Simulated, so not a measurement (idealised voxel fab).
The following process module bears the name voxel air gaps.
The figure presents cross-section cut, which has a width of 155 nm and is divided into square cells with an edge length of 5 nm.
We lay out every cross-section as a grid of square cells and spell it out in bands from the top down, where one band means one or more rows of cells.
Basically the band line says how high the top is and how high the bottom is, in nm, and then what's in it from left to right, every material with its width in nm. Empty space shows up as "empty", and if a single material carries "full width" it runs the full band edge to edge.
We count height from 0. Below that, the starting wafer is all one material. The lowest band never ends at the bottom but goes on down; see "top 0, no bottom" for how that is written.
Think of "30..40" as a width that walks from the first number to the second as you go down the band, top row to bottom row, taking equal-sized steps from row to row.
Reading "stayed the same" for a step: not a cell of the cross-section changed in it.
Under "Enclosed cavity list" you'll find the enclosed gaps, the ones with no way out to the top, that are 8 cells or bigger; each reads width x height at distance, with distance counted from the left edge, everything in nm.
What comes after the settings on a step's line is commentary from the simulator itself on that step.
overlay nm: mask right of planned place by this much (step with mask). Neg. = left.

Steps planned for the process:
1. RECEIVE | material Si
2. CONFORMAL_DEP | material SiO2 | thk nm 10
3. CONFORMAL_DEP | material SiN | thk nm 5
4. DIRECTIONAL_DEP | material SiO2 | thk nm 30
5. DIRECTIONAL_DEP | material aC | thk nm 10
6. PATTERN | tone open | mask id LINES | material resist | width nm 20 | pitch nm 45 | thk nm 30 | overlay nm 0
7. DIRECTIONAL_ETCH | etch materials aC | depth nm 10
8. STRIP | etch materials resist
9. DIRECTIONAL_ETCH | etch materials SiO2 | depth nm 30
10. STRIP | etch materials aC
11. CONFORMAL_DEP | material TiN | thk nm 5
12. FILL_DEP | material Ru | thk nm 5
13. CMP | height nm 45
14. EPI | material Ru | thk nm 10
15. SELECTIVE_ETCH | etch materials SiO2 | depth nm 40
16. CONFORMAL_DEP | material SiCN | thk nm 5

The first of the two wafers, which ran as planned:

Cross-section of the wafer as it came to us, i.e., already through step 1:
top 0, no bottom = Si full width
Enclosed cavity list: none

Presented here is a cross-section of the wafer after step 2 has been performed:
top 10, bottom 0 = SiO2 full width
Heights below 0 show no change.

Presented here is a cross-section of the wafer after step 3 has been performed:
top 15, bottom 10 = SiN full width
Heights below 10 show no change.

Presented here is a cross-section of the wafer after step 4 has been performed:
top 45, bottom 15 = SiO2 full width
Heights below 15 show no change.

Presented here is a cross-section of the wafer after step 5 has been performed:
top 55, bottom 45 = aC full width
Heights below 45 show no change.

Presented here is a cross-section of the wafer after step 6 has been performed:
top 85, bottom 55 = 20 resist, then 20 empty, then 25 resist, then 20 empty, then 25 resist, then 20 empty, then 25 resist
Heights below 55 show no change.

Presented here is a cross-section of the wafer after step 7 has been performed:
top 75, bottom 55 = 20 resist, then 20 empty, then 25 resist, then 20 empty, then 25 resist, then 20 empty, then 25 resist
top 55, bottom 45 = 20 aC, then 20 empty, then 25 aC, then 20 empty, then 25 aC, then 20 empty, then 25 aC
Heights below 45 show no change.

Presented here is a cross-section of the wafer after step 8 has been performed:
top 55, bottom 45 = 20 aC, then 20 empty, then 25 aC, then 20 empty, then 25 aC, then 20 empty, then 25 aC
Heights below 45 show no change.

Presented here is a cross-section of the wafer after step 9 has been performed:
top 55, bottom 45 = 20 aC, then 20 empty, then 25 aC, then 20 empty, then 25 aC, then 20 empty, then 25 aC
top 45, bottom 15 = 20 SiO2, then 20 empty, then 25 SiO2, then 20 empty, then 25 SiO2, then 20 empty, then 25 SiO2
Heights below 15 show no change.

Presented here is a cross-section of the wafer after step 10 has been performed:
top 45, bottom 15 = 20 SiO2, then 20 empty, then 25 SiO2, then 20 empty, then 25 SiO2, then 20 empty, then 25 SiO2
Heights below 15 show no change.

Presented here is a cross-section of the wafer after step 11 has been performed:
top 50, bottom 45 = 25 TiN, then 10 empty, then 35 TiN, then 10 empty, then 35 TiN, then 10 empty, then 30 TiN
top 45, bottom 20 = 20 SiO2, then 5 TiN, then 10 empty, then 5 TiN, then 25 SiO2, then 5 TiN, then 10 empty, then 5 TiN, then 25 SiO2, then 5 TiN, then 10 empty, then 5 TiN, then 25 SiO2
top 20, bottom 15 = 20 SiO2, then 20 TiN, then 25 SiO2, then 20 TiN, then 25 SiO2, then 20 TiN, then 25 SiO2
Heights below 15 show no change.

Presented here is a cross-section of the wafer after step 12 has been performed:
top 55, bottom 50 = Ru full width
top 50, bottom 45 = 25 TiN, then 10 Ru, then 35 TiN, then 10 Ru, then 35 TiN, then 10 Ru, then 30 TiN
top 45, bottom 20 = 20 SiO2, then 5 TiN, then 10 Ru, then 5 TiN, then 25 SiO2, then 5 TiN, then 10 Ru, then 5 TiN, then 25 SiO2, then 5 TiN, then 10 Ru, then 5 TiN, then 25 SiO2
Heights below 20 show no change.

Presented here is a cross-section of the wafer after step 13 has been performed:
top 45, bottom 20 = 20 SiO2, then 5 TiN, then 10 Ru, then 5 TiN, then 25 SiO2, then 5 TiN, then 10 Ru, then 5 TiN, then 25 SiO2, then 5 TiN, then 10 Ru, then 5 TiN, then 25 SiO2
Heights below 20 show no change.

Presented here is a cross-section of the wafer after step 14 has been performed:
top 55, bottom 45 = 10 empty, then 40 Ru, then 5 empty, then 40 Ru, then 5 empty, then 40 Ru, then 15 empty
Heights below 45 show no change.

Presented here is a cross-section of the wafer after step 15 has been performed:
top 55, bottom 45 = 10 empty, then 40 Ru, then 5 empty, then 40 Ru, then 5 empty, then 40 Ru, then 15 empty
top 45, bottom 20 = 20 empty, then 5 TiN, then 10 Ru, then 5 TiN, then 25 empty, then 5 TiN, then 10 Ru, then 5 TiN, then 25 empty, then 5 TiN, then 10 Ru, then 5 TiN, then 25 empty
top 20, bottom 15 = 20 empty, then 20 TiN, then 25 empty, then 20 TiN, then 25 empty, then 20 TiN, then 25 empty
Heights below 15 show no change.

Presented here is a cross-section of the wafer after step 16 has been performed:
top 60, bottom 55 = 5 empty, then 140 SiCN, then 10 empty
top 55, bottom 45 = 5 empty, then 5 SiCN, then 40 Ru, then 5 SiCN, then 40 Ru, then 5 SiCN, then 40 Ru, then 5 SiCN, then 10 empty
top 45, bottom 40 = 5 empty, then 15 SiCN, then 5 TiN, then 10 Ru, then 5 TiN, then 25 SiCN, then 5 TiN, then 10 Ru, then 5 TiN, then 25 SiCN, then 5 TiN, then 10 Ru, then 5 TiN, then 15 SiCN, then 10 empty
top 40, bottom 20 = 15 empty, then 5 SiCN, then 5 TiN, then 10 Ru, then 5 TiN, then 5 SiCN, then 15 empty, then 5 SiCN, then 5 TiN, then 10 Ru, then 5 TiN, then 5 SiCN, then 15 empty, then 5 SiCN, then 5 TiN, then 10 Ru, then 5 TiN, then 5 SiCN, then 20 empty
top 20, bottom 15 = 20 SiCN, then 20 TiN, then 25 SiCN, then 20 TiN, then 25 SiCN, then 20 TiN, then 25 SiCN
Heights below 15 show no change.
Enclosed cavity list: 15 x 20 at 45; 15 x 20 at 90

It is to be noted that the second wafer proceeded from the same initial state and according to the same plan as the first, although one mistake was committed in its execution; through step 5, inclusive, the two wafers share an identical history:

Cross-section of the second wafer at the time by which step 6 should have been completed according to the plan:
top 85, bottom 55 = 25 resist, then 15 empty, then 30 resist, then 15 empty, then 30 resist, then 15 empty, then 25 resist
Heights below 55 show no change.

Cross-section of the second wafer at the time by which step 7 should have been completed according to the plan:
top 75, bottom 55 = 25 resist, then 15 empty, then 30 resist, then 15 empty, then 30 resist, then 15 empty, then 25 resist
top 55, bottom 45 = 25 aC, then 15 empty, then 30 aC, then 15 empty, then 30 aC, then 15 empty, then 25 aC
Heights below 45 show no change.

Cross-section of the second wafer at the time by which step 8 should have been completed according to the plan:
top 55, bottom 45 = 25 aC, then 15 empty, then 30 aC, then 15 empty, then 30 aC, then 15 empty, then 25 aC
Heights below 45 show no change.

Cross-section of the second wafer at the time by which step 9 should have been completed according to the plan:
top 55, bottom 45 = 25 aC, then 15 empty, then 30 aC, then 15 empty, then 30 aC, then 15 empty, then 25 aC
top 45, bottom 15 = 25 SiO2, then 15 empty, then 30 SiO2, then 15 empty, then 30 SiO2, then 15 empty, then 25 SiO2
Heights below 15 show no change.

Cross-section of the second wafer at the time by which step 10 should have been completed according to the plan:
top 45, bottom 15 = 25 SiO2, then 15 empty, then 30 SiO2, then 15 empty, then 30 SiO2, then 15 empty, then 25 SiO2
Heights below 15 show no change.

Cross-section of the second wafer at the time by which step 11 should have been completed according to the plan:
top 50, bottom 45 = 30 TiN, then 5 empty, then 40 TiN, then 5 empty, then 40 TiN, then 5 empty, then 30 TiN
top 45, bottom 20 = 25 SiO2, then 5 TiN, then 5 empty, then 5 TiN, then 30 SiO2, then 5 TiN, then 5 empty, then 5 TiN, then 30 SiO2, then 5 TiN, then 5 empty, then 5 TiN, then 25 SiO2
top 20, bottom 15 = 25 SiO2, then 15 TiN, then 30 SiO2, then 15 TiN, then 30 SiO2, then 15 TiN, then 25 SiO2
Heights below 15 show no change.

Cross-section of the second wafer at the time by which step 12 should have been completed according to the plan:
top 55, bottom 50 = Ru full width
top 50, bottom 45 = 30 TiN, then 5 Ru, then 40 TiN, then 5 Ru, then 40 TiN, then 5 Ru, then 30 TiN
top 45, bottom 20 = 25 SiO2, then 5 TiN, then 5 Ru, then 5 TiN, then 30 SiO2, then 5 TiN, then 5 Ru, then 5 TiN, then 30 SiO2, then 5 TiN, then 5 Ru, then 5 TiN, then 25 SiO2
Heights below 20 show no change.

Cross-section of the second wafer at the time by which step 13 should have been completed according to the plan:
top 45, bottom 20 = 25 SiO2, then 5 TiN, then 5 Ru, then 5 TiN, then 30 SiO2, then 5 TiN, then 5 Ru, then 5 TiN, then 30 SiO2, then 5 TiN, then 5 Ru, then 5 TiN, then 25 SiO2
Heights below 20 show no change.

Cross-section of the second wafer at the time by which step 14 should have been completed according to the plan:
top 55, bottom 45 = 15 empty, then 35 Ru, then 10 empty, then 35 Ru, then 10 empty, then 35 Ru, then 15 empty
Heights below 45 show no change.

Cross-section of the second wafer at the time by which step 15 should have been completed according to the plan:
top 55, bottom 45 = 15 empty, then 35 Ru, then 10 empty, then 35 Ru, then 10 empty, then 35 Ru, then 15 empty
top 45, bottom 20 = 25 empty, then 5 TiN, then 5 Ru, then 5 TiN, then 30 empty, then 5 TiN, then 5 Ru, then 5 TiN, then 30 empty, then 5 TiN, then 5 Ru, then 5 TiN, then 25 empty
top 20, bottom 15 = 25 empty, then 15 TiN, then 30 empty, then 15 TiN, then 30 empty, then 15 TiN, then 25 empty
Heights below 15 show no change.

Cross-section of the second wafer at the time by which step 16 should have been completed according to the plan:
top 60, bottom 55 = 10 empty, then 135 SiCN, then 10 empty
top 55, bottom 45 = 10 empty, then 5 SiCN, then 35 Ru, then 10 SiCN, then 35 Ru, then 10 SiCN, then 35 Ru, then 5 SiCN, then 10 empty
top 45, bottom 40 = 10 empty, then 15 SiCN, then 5 TiN, then 5 Ru, then 5 TiN, then 30 SiCN, then 5 TiN, then 5 Ru, then 5 TiN, then 30 SiCN, then 5 TiN, then 5 Ru, then 5 TiN, then 15 SiCN, then 10 empty
top 40, bottom 20 = 20 empty, then 5 SiCN, then 5 TiN, then 5 Ru, then 5 TiN, then 5 SiCN, then 20 empty, then 5 SiCN, then 5 TiN, then 5 Ru, then 5 TiN, then 5 SiCN, then 20 empty, then 5 SiCN, then 5 TiN, then 5 Ru, then 5 TiN, then 5 SiCN, then 20 empty
top 20, bottom 15 = 25 SiCN, then 15 TiN, then 30 SiCN, then 15 TiN, then 30 SiCN, then 15 TiN, then 25 SiCN
Heights below 15 show no change.
Enclosed cavity list: 20 x 20 at 45; 20 x 20 at 90
Where did the run depart from the plan? step 6 deviated from plan and actually ran as PATTERN | tone open | mask id LINES | material resist | width nm 15 | pitch nm 45 | thk nm 30 | overlay nm 0
End of process, cell counts, second wafer against first, materials with more or fewer: -21 Ru, +8 SiCN, -3 TiN
